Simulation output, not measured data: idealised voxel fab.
Process module name: voxel transistor to metal
Pictured: cross-section cut, 300 nm wide, on a grid of 5 nm square cells.
A cross-section is written here as square cells arranged in a grid, and it is given in bands from the top down, each band taking up one or more rows of cells.
Per band: top height and bottom height in nm, followed by the left-to-right materials and their widths in nm; "everywhere" marks a single material spanning edge to edge, "air" marks empty space.
Note: height 0 marks the level under which the wafer is uniformly one material as received. Lowest band unbounded below, written "0 -> down".
A width such as "30 to 40" changes by the same amount from each row of cells to the next, from the band's top row to its bottom row.
A step reported as "no alterations made" is a step in which no cell of the cross-section changed.
Closed empty spaces (no open way to the top) of 8 cells or more are what "Fully enclosed voids" lists, each as width x height at distance from the left edge, nm for all three.
If you see something after the settings on a step's line, that's the simulator's own remark about that step.
overlay nm: how far to the right of its planned place the mask lay on this masked step (negative: to the left).
Here's what the planned process steps look like:
1,RECEIVE,material Si
2,CONFORMAL_DEP,material SiO2,thk nm 5
3,CONFORMAL_DEP,material SiN,thk nm 15
4,PATTERN,tone cover,mask id ACTIVE,material resist,width nm 115,pitch nm 145,thk nm 20,overlay nm 0
5,DIRECTIONAL_ETCH,etch materials SiN,depth nm 15
6,DIRECTIONAL_ETCH,etch materials SiO2,depth nm 5
7,DIRECTIONAL_ETCH,etch materials Si,depth nm 25
8,STRIP,etch materials resist
9,OXIDIZE,depth nm 5
10,FILL_DEP,material SiO2,thk nm 10
11,CMP,height nm 20
12,SELECTIVE_ETCH,etch materials SiO2,depth nm 5
13,STRIP,etch materials SiN
14,SELECTIVE_ETCH,etch materials SiO2,depth nm 5
15,OXIDIZE,depth nm 5
16,DIRECTIONAL_DEP,material polySi,thk nm 25
17,DIRECTIONAL_DEP,material SiCN,thk nm 10
18,MASKED_ETCH,tone cover,mask id GATE,width nm 25,pitch nm 145,etch materials SiCN,depth nm 20,overlay nm 0
19,MASKED_ETCH,tone cover,mask id GATE,width nm 25,pitch nm 145,etch materials polySi,depth nm 35,overlay nm 0
20,CONFORMAL_DEP,material SiN,thk nm 10
21,DIRECTIONAL_ETCH,etch materials SiN,depth nm 10
22,DIRECTIONAL_ETCH,etch materials SiO2,depth nm 5
23,DIRECTIONAL_ETCH,etch materials Si,depth nm 15
24,EPI,material nSi,thk nm 20
25,FILL_DEP,material SiO2,thk nm 10
26,CMP,height nm 35
27,DIRECTIONAL_DEP,material SiO2,thk nm 10
28,MASKED_ETCH,tone open,mask id CONTACT,width nm 30,etch materials SiO2,depth nm 45,overlay nm 0
29,CONFORMAL_DEP,material TiN,thk nm 5
30,FILL_DEP,material Ru,thk nm 5
31,CMP,height nm 45
32,DIRECTIONAL_DEP,material TiN,thk nm 5
33,DIRECTIONAL_DEP,material W,thk nm 15
34,PATTERN,tone cover,mask id METAL_1,material resist,width nm 20,thk nm 15,overlay nm 0
35,DIRECTIONAL_ETCH,etch materials W,depth nm 15
36,DIRECTIONAL_ETCH,etch materials TiN,depth nm 5
37,STRIP,etch materials resist
38,FILL_DEP,material lowk,thk nm 10
39,CMP,height nm 65
40,CONFORMAL_DEP,material SiCN,thk nm 5
41,DIRECTIONAL_DEP,material SiO2,thk nm 30
42,PATTERN,tone open,mask id METAL_2_HOLES,material resist,width nm 15,pitch nm 145,thk nm 20,overlay nm 0
43,DIRECTIONAL_ETCH,etch materials SiO2,depth nm 30
44,STRIP,etch materials resist
45,PATTERN,tone open,mask id METAL_2,material resist,width nm 20,pitch nm 145,thk nm 20,overlay nm 0
46,DIRECTIONAL_ETCH,etch materials SiO2,depth nm 15
47,DIRECTIONAL_ETCH,etch materials SiCN,depth nm 5
48,STRIP,etch materials resist
49,CONFORMAL_DEP,material TiN,thk nm 5
50,FILL_DEP,material Cu,thk nm 5
51,CMP,height nm 100
52,CONFORMAL_DEP,material SiCN,thk nm 5
Cross-section of the wafer upon arrival, representing the state reached after step 1:
    0 -> down: Si everywhere
    Fully enclosed voids: none
Starting structure and process plan are as shown above, but one mistake was made in running the module; the wafer cross-section at the end of the module follows:
    105 -> 100: SiCN everywhere
    100 -> 90: 30 SiO2, 5 TiN, 10 Cu, 5 TiN, 125 SiO2, 5 TiN, 10 Cu, 5 TiN, 105 SiO2
    90 -> 85: 30 SiO2, 5 TiN, 5 Cu, 10 TiN, 125 SiO2, 5 TiN, 5 Cu, 10 TiN, 105 SiO2
    85 -> 70: 30 SiO2, 5 TiN, 5 Cu, 5 TiN, 130 SiO2, 5 TiN, 5 Cu, 5 TiN, 110 SiO2
    70 -> 65: 30 SiCN, 15 TiN, 130 SiCN, 15 TiN, 110 SiCN
    65 -> 50: 30 lowk, 20 W, 55 lowk, 20 W, 50 lowk, 20 W, 55 lowk, 20 W, 30 lowk
    50 -> 45: 30 lowk, 20 TiN, 55 lowk, 20 TiN, 50 lowk, 20 TiN, 55 lowk, 20 TiN, 30 lowk
    45 -> 35: 30 SiO2, 5 TiN, 20 to 15 Ru, 5 to 10 TiN, 35 SiO2, 5 to 10 TiN, 20 to 15 Ru, 5 TiN, 50 SiO2, 5 TiN, 20 to 15 Ru, 5 to 10 TiN, 35 SiO2, 5 to 10 TiN, 20 to 15 Ru, 5 TiN, 30 SiO2
    35 -> 25: 30 SiO2, 5 TiN, 15 Ru, 5 TiN, 10 SiN, 25 SiCN, 10 SiN, 5 TiN, 15 Ru, 5 TiN, 50 SiO2, 5 TiN, 15 Ru, 5 TiN, 10 SiN, 25 SiCN, 10 SiN, 5 TiN, 15 Ru, 5 TiN, 30 SiO2
    25 -> 20: 30 SiO2, 5 TiN, 15 Ru, 5 TiN, 10 SiN, 25 polySi, 10 SiN, 5 TiN, 15 Ru, 5 TiN, 50 SiO2, 5 TiN, 15 Ru, 5 TiN, 10 SiN, 25 polySi, 10 SiN, 5 TiN, 15 Ru, 5 TiN, 30 SiO2
    20 -> 15: 30 SiO2, 25 TiN, 10 SiN, 25 polySi, 10 SiN, 25 TiN, 50 SiO2, 25 TiN, 10 SiN, 25 polySi, 10 SiN, 25 TiN, 30 SiO2
    15 -> 10: 30 SiO2, 5 TiN, 20 nSi, 10 SiN, 25 polySi, 10 SiN, 20 nSi, 5 TiN, 50 SiO2, 5 TiN, 20 nSi, 10 SiN, 25 polySi, 10 SiN, 20 nSi, 5 TiN, 30 SiO2
    10 -> 0: 15 SiO2, 10 SiN, 5 SiO2, 5 TiN, 20 nSi, 10 SiN, 25 polySi, 10 SiN, 20 nSi, 5 TiN, 5 SiO2, 10 SiN, 20 SiO2, 10 SiN, 5 SiO2, 5 TiN, 20 nSi, 10 SiN, 25 polySi, 10 SiN, 20 nSi, 5 TiN, 5 SiO2, 10 SiN, 15 SiO2
    0 -> -5: 25 SiO2, 30 nSi, 45 SiO2, 30 nSi, 40 SiO2, 30 nSi, 45 SiO2, 30 nSi, 25 SiO2
    -5 -> -20: 25 SiO2, 30 nSi, 45 Si, 30 nSi, 40 SiO2, 30 nSi, 45 Si, 30 nSi, 25 SiO2
    -20 -> -55: 25 SiO2, 105 Si, 40 SiO2, 105 Si, 25 SiO2
    -55 -> down: Si everywhere
    Fully enclosed voids: none
So what did we get wrong on this run? yeah, plan step 7 got run twice
